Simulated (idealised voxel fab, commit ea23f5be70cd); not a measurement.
Process module name: voxel wiring stack
In the cross-section labelled cut, the width is 265 nm and each square cell is 5 nm.
Cross-section = grid of square cells, listed top down in bands; band = one or more rows.
Look at the band entry: it leads with the top's height and the bottom's height in nm. Then it lists the materials left to right, with a width in nm for each. The word "throughout" on a single material says that material fills the band edge to edge. The word "air" is empty space.
Where do heights start? At 0: under that level the wafer as delivered is made of one material only. And the lowest band has no floor; it just carries on downward, as in "0 and below".
Width "30 to 40": first value at the band's top row of cells, second value at its bottom row, equal change from row to row.
A step reported as "nothing altered" is a step in which no cell of the cross-section changed.
"Closed void table" enumerates empty spaces isolated from the top, with no open way to it, that contain at least 8 cells, giving each as width x height at distance from the left edge, all three in nm.
That trailing text on a step's line, after the settings, is the simulator's own remark on the step.
overlay nm, on a step with a mask: how far to the right of its planned place the mask lay; to the left if negative
### plan
1) RECEIVE (material Si)
2) CONFORMAL_DEP (material SiO2; thk nm 15)
3) DIRECTIONAL_DEP (material TiN; thk nm 5)
4) DIRECTIONAL_DEP (material Ru; thk nm 25)
5) MASKED_ETCH (tone cover; mask id METAL_1; width nm 25; pitch nm 45; etch materials Ru; depth nm 25; overlay nm 0)
6) MASKED_ETCH (tone cover; mask id METAL_1; width nm 25; pitch nm 45; etch materials TiN; depth nm 5; overlay nm 0)
7) CONFORMAL_DEP (material SiN; thk nm 5)
8) FILL_DEP (material SiO2; thk nm 5)
9) CMP (height nm 45)
10) CONFORMAL_DEP (material SiCN; thk nm 5)
11) DIRECTIONAL_DEP (material lowk; thk nm 30)
12) MASKED_ETCH (tone open; mask id METAL_2; width nm 25; pitch nm 45; etch materials lowk; depth nm 15; overlay nm 0)
13) DIRECTIONAL_DEP (material aC; thk nm 10)
14) PATTERN (tone open; mask id METAL_2_HOLES; material resist; width nm 15; pitch nm 45; thk nm 30; overlay nm 0)
15) DIRECTIONAL_ETCH (etch materials aC; depth nm 10)
16) STRIP (etch materials resist)
17) DIRECTIONAL_ETCH (etch materials lowk; depth nm 15)
18) DIRECTIONAL_ETCH (etch materials SiCN; depth nm 5)
19) STRIP (etch materials aC)
20) CONFORMAL_DEP (material TiN; thk nm 5)
21) FILL_DEP (material Cu; thk nm 5)
22) CMP (height nm 80)
23) CONFORMAL_DEP (material SiCN; thk nm 5)
24) DIRECTIONAL_DEP (material SiO2; thk nm 25)
25) MASKED_ETCH (tone open; mask id METAL_3_HOLES; width nm 15; pitch nm 45; etch materials SiO2; depth nm 25; overlay nm 0)
26) DIRECTIONAL_DEP (material aC; thk nm 15)
27) PATTERN (tone open; mask id METAL_3; material resist; width nm 15; pitch nm 45; thk nm 35; overlay nm 0)
28) DIRECTIONAL_ETCH (etch materials aC; depth nm 15)
29) STRIP (etch materials resist)
30) DIRECTIONAL_ETCH (etch materials SiO2; depth nm 15)
31) DIRECTIONAL_ETCH (etch materials SiCN; depth nm 5)
32) STRIP (etch materials aC)
33) CONFORMAL_DEP (material TiN; thk nm 5)
34) FILL_DEP (material Cu; thk nm 5)
35) CMP (height nm 110)
36) CONFORMAL_DEP (material SiCN; thk nm 5)
37) DIRECTIONAL_DEP (material lowk; thk nm 30)
38) MASKED_ETCH (tone open; mask id METAL_4; width nm 25; pitch nm 45; etch materials lowk; depth nm 20; overlay nm 0)
39) PATTERN (tone open; mask id METAL_4_HOLES; material resist; width nm 15; pitch nm 45; thk nm 15; overlay nm 0)
40) DIRECTIONAL_ETCH (etch materials lowk; depth nm 10)
41) DIRECTIONAL_ETCH (etch materials SiCN; depth nm 5)
42) STRIP (etch materials resist)
43) CONFORMAL_DEP (material TiN; thk nm 5)
44) FILL_DEP (material Cu; thk nm 10)
45) CMP (height nm 145)
46) CONFORMAL_DEP (material SiN; thk nm 5)
The wafers in this document start out alike and differ in the width nm applied at step 27; the plan shows the value used for the first wafer.
### Cross-sectional view of the first of several wafers in the as-received condition, corresponding to the state following step 1
- 0 and below | Si throughout
- Closed void table: none
### Last step of the module is step 46; after it, the first of several wafers in cross-section
- 150 down to 145 | SiN throughout
- 145 down to 130 | 75 nm lowk, then 5 nm TiN, then 15 nm Cu, then 5 nm TiN, then 20 nm lowk, then 5 nm TiN, then 15 nm Cu, then 5 nm TiN, then 20 nm lowk, then 5 nm TiN, then 15 nm Cu, then 5 nm TiN, then 75 nm lowk
- 130 down to 125 | 75 nm lowk, then 5 nm TiN, then 5 nm Cu, then 15 nm TiN, then 20 nm lowk, then 5 nm TiN, then 5 nm Cu, then 15 nm TiN, then 20 nm lowk, then 5 nm TiN, then 5 nm Cu, then 15 nm TiN, then 75 nm lowk
- 125 down to 115 | 75 nm lowk, then 5 nm TiN, then 5 nm Cu, then 5 nm TiN, then 30 nm lowk, then 5 nm TiN, then 5 nm Cu, then 5 nm TiN, then 30 nm lowk, then 5 nm TiN, then 5 nm Cu, then 5 nm TiN, then 85 nm lowk
- 115 down to 110 | 75 nm SiCN, then 15 nm TiN, then 30 nm SiCN, then 15 nm TiN, then 30 nm SiCN, then 15 nm TiN, then 85 nm SiCN
- 110 down to 100 | 75 nm SiO2, then 5 nm TiN, then 10 nm Cu, then 5 nm TiN, then 25 nm SiO2, then 5 nm TiN, then 10 nm Cu, then 5 nm TiN, then 25 nm SiO2, then 5 nm TiN, then 10 nm Cu, then 5 nm TiN, then 80 nm SiO2
- 100 down to 90 | 75 nm SiO2, then 5 nm TiN, then 5 nm Cu, then 10 to 5 nm TiN, then 25 to 30 nm SiO2, then 5 nm TiN, then 5 nm Cu, then 10 to 5 nm TiN, then 25 to 30 nm SiO2, then 5 nm TiN, then 5 nm Cu, then 10 to 5 nm TiN, then 80 to 85 nm SiO2
- 90 down to 85 | 75 nm SiO2, then 15 nm TiN, then 30 nm SiO2, then 15 nm TiN, then 30 nm SiO2, then 15 nm TiN, then 85 nm SiO2
- 85 down to 80 | 80 nm SiCN, then 10 nm TiN, then 35 nm SiCN, then 10 nm TiN, then 35 nm SiCN, then 10 nm TiN, then 85 nm SiCN
- 80 down to 70 | 75 nm lowk, then 5 nm TiN, then 15 nm Cu, then 5 nm TiN, then 20 nm lowk, then 5 nm TiN, then 15 nm Cu, then 5 nm TiN, then 20 nm lowk, then 5 nm TiN, then 15 nm Cu, then 5 nm TiN, then 75 nm lowk
- 70 down to 65 | 75 nm lowk, then 5 nm TiN, then 5 nm Cu, then 15 nm TiN, then 20 nm lowk, then 5 nm TiN, then 5 nm Cu, then 15 nm TiN, then 20 nm lowk, then 5 nm TiN, then 5 nm Cu, then 15 nm TiN, then 75 nm lowk
- 65 down to 50 | 75 nm lowk, then 5 nm TiN, then 5 nm Cu, then 5 nm TiN, then 30 nm lowk, then 5 nm TiN, then 5 nm Cu, then 5 nm TiN, then 30 nm lowk, then 5 nm TiN, then 5 nm Cu, then 5 nm TiN, then 85 nm lowk
- 50 down to 45 | 75 nm SiCN, then 15 nm TiN, then 30 nm SiCN, then 15 nm TiN, then 30 nm SiCN, then 15 nm TiN, then 85 nm SiCN
- 45 down to 20 | 70 nm SiO2, then 5 nm SiN, then 25 nm Ru, then 5 nm SiN, then 10 nm SiO2, then 5 nm SiN, then 25 nm Ru, then 5 nm SiN, then 10 nm SiO2, then 5 nm SiN, then 25 nm Ru, then 5 nm SiN, then 70 nm SiO2
- 20 down to 15 | 75 nm SiN, then 25 nm TiN, then 20 nm SiN, then 25 nm TiN, then 20 nm SiN, then 25 nm TiN, then 75 nm SiN
- 15 down to 0 | SiO2 throughout
- 0 and below | Si throughout
- Closed void table: none
### At the end of the module, the last of several wafers in cross-section
- 150 down to 145 | SiN throughout
- 145 down to 130 | 75 nm lowk, then 5 nm TiN, then 15 nm Cu, then 5 nm TiN, then 20 nm lowk, then 5 nm TiN, then 15 nm Cu, then 5 nm TiN, then 20 nm lowk, then 5 nm TiN, then 15 nm Cu, then 5 nm TiN, then 75 nm lowk
- 130 down to 125 | 75 nm lowk, then 5 nm TiN, then 5 nm Cu, then 15 nm TiN, then 20 nm lowk, then 5 nm TiN, then 5 nm Cu, then 15 nm TiN, then 20 nm lowk, then 5 nm TiN, then 5 nm Cu, then 15 nm TiN, then 75 nm lowk
- 125 down to 115 | 75 nm lowk, then 5 nm TiN, then 5 nm Cu, then 5 nm TiN, then 30 nm lowk, then 5 nm TiN, then 5 nm Cu, then 5 nm TiN, then 30 nm lowk, then 5 nm TiN, then 5 nm Cu, then 5 nm TiN, then 85 nm lowk
- 115 down to 110 | 75 nm SiCN, then 15 nm TiN, then 30 nm SiCN, then 15 nm TiN, then 30 nm SiCN, then 15 nm TiN, then 85 nm SiCN
- 110 down to 100 | 75 nm SiO2, then 5 nm TiN, then 20 nm Cu, then 5 nm TiN, then 15 nm SiO2, then 5 nm TiN, then 20 nm Cu, then 5 nm TiN, then 15 nm SiO2, then 5 nm TiN, then 20 nm Cu, then 5 nm TiN, then 70 nm SiO2
- 100 down to 95 | 75 nm SiO2, then 5 nm TiN, then 5 nm Cu, then 20 nm TiN, then 15 nm SiO2, then 5 nm TiN, then 5 nm Cu, then 20 nm TiN, then 15 nm SiO2, then 5 nm TiN, then 5 nm Cu, then 20 nm TiN, then 70 nm SiO2
- 95 down to 85 | 75 nm SiO2, then 5 nm TiN, then 5 nm Cu, then 5 nm TiN, then 30 nm SiO2, then 5 nm TiN, then 5 nm Cu, then 5 nm TiN, then 30 nm SiO2, then 5 nm TiN, then 5 nm Cu, then 5 nm TiN, then 85 nm SiO2
- 85 down to 80 | 75 nm SiCN, then 15 nm TiN, then 30 nm SiCN, then 15 nm TiN, then 30 nm SiCN, then 15 nm TiN, then 85 nm SiCN
- 80 down to 70 | 75 nm lowk, then 5 nm TiN, then 15 nm Cu, then 5 nm TiN, then 20 nm lowk, then 5 nm TiN, then 15 nm Cu, then 5 nm TiN, then 20 nm lowk, then 5 nm TiN, then 15 nm Cu, then 5 nm TiN, then 75 nm lowk
- 70 down to 65 | 75 nm lowk, then 5 nm TiN, then 5 nm Cu, then 15 nm TiN, then 20 nm lowk, then 5 nm TiN, then 5 nm Cu, then 15 nm TiN, then 20 nm lowk, then 5 nm TiN, then 5 nm Cu, then 15 nm TiN, then 75 nm lowk
- 65 down to 50 | 75 nm lowk, then 5 nm TiN, then 5 nm Cu, then 5 nm TiN, then 30 nm lowk, then 5 nm TiN, then 5 nm Cu, then 5 nm TiN, then 30 nm lowk, then 5 nm TiN, then 5 nm Cu, then 5 nm TiN, then 85 nm lowk
- 50 down to 45 | 75 nm SiCN, then 15 nm TiN, then 30 nm SiCN, then 15 nm TiN, then 30 nm SiCN, then 15 nm TiN, then 85 nm SiCN
- 45 down to 20 | 70 nm SiO2, then 5 nm SiN, then 25 nm Ru, then 5 nm SiN, then 10 nm SiO2, then 5 nm SiN, then 25 nm Ru, then 5 nm SiN, then 10 nm SiO2, then 5 nm SiN, then 25 nm Ru, then 5 nm SiN, then 70 nm SiO2
- 20 down to 15 | 75 nm SiN, then 25 nm TiN, then 20 nm SiN, then 25 nm TiN, then 20 nm SiN, then 25 nm TiN, then 75 nm SiN
- 15 down to 0 | SiO2 throughout
- 0 and below | Si throughout
- Closed void table: none
### So in this table every wafer gets its own row, and what you see is where it stands at the end of the module: for each material, how many cells it picked up (+) or gave up (-) since we received it, and after that its closed voids
width nm 15, +84 Cu, +75 Ru, +135 SiCN, +121 SiN, +530 SiO2, +159 TiN, +486 lowk, Closed void table: none
width nm 20, +90 Cu, +75 Ru, +135 SiCN, +121 SiN, +521 SiO2, +162 TiN, +486 lowk, Closed void table: none
width nm 25, +93 Cu, +75 Ru, +132 SiCN, +121 SiN, +521 SiO2, +162 TiN, +486 lowk, Closed void table: none
width nm 30, +99 Cu, +75 Ru, +132 SiCN, +121 SiN, +512 SiO2, +165 TiN, +486 lowk, Closed void table: none
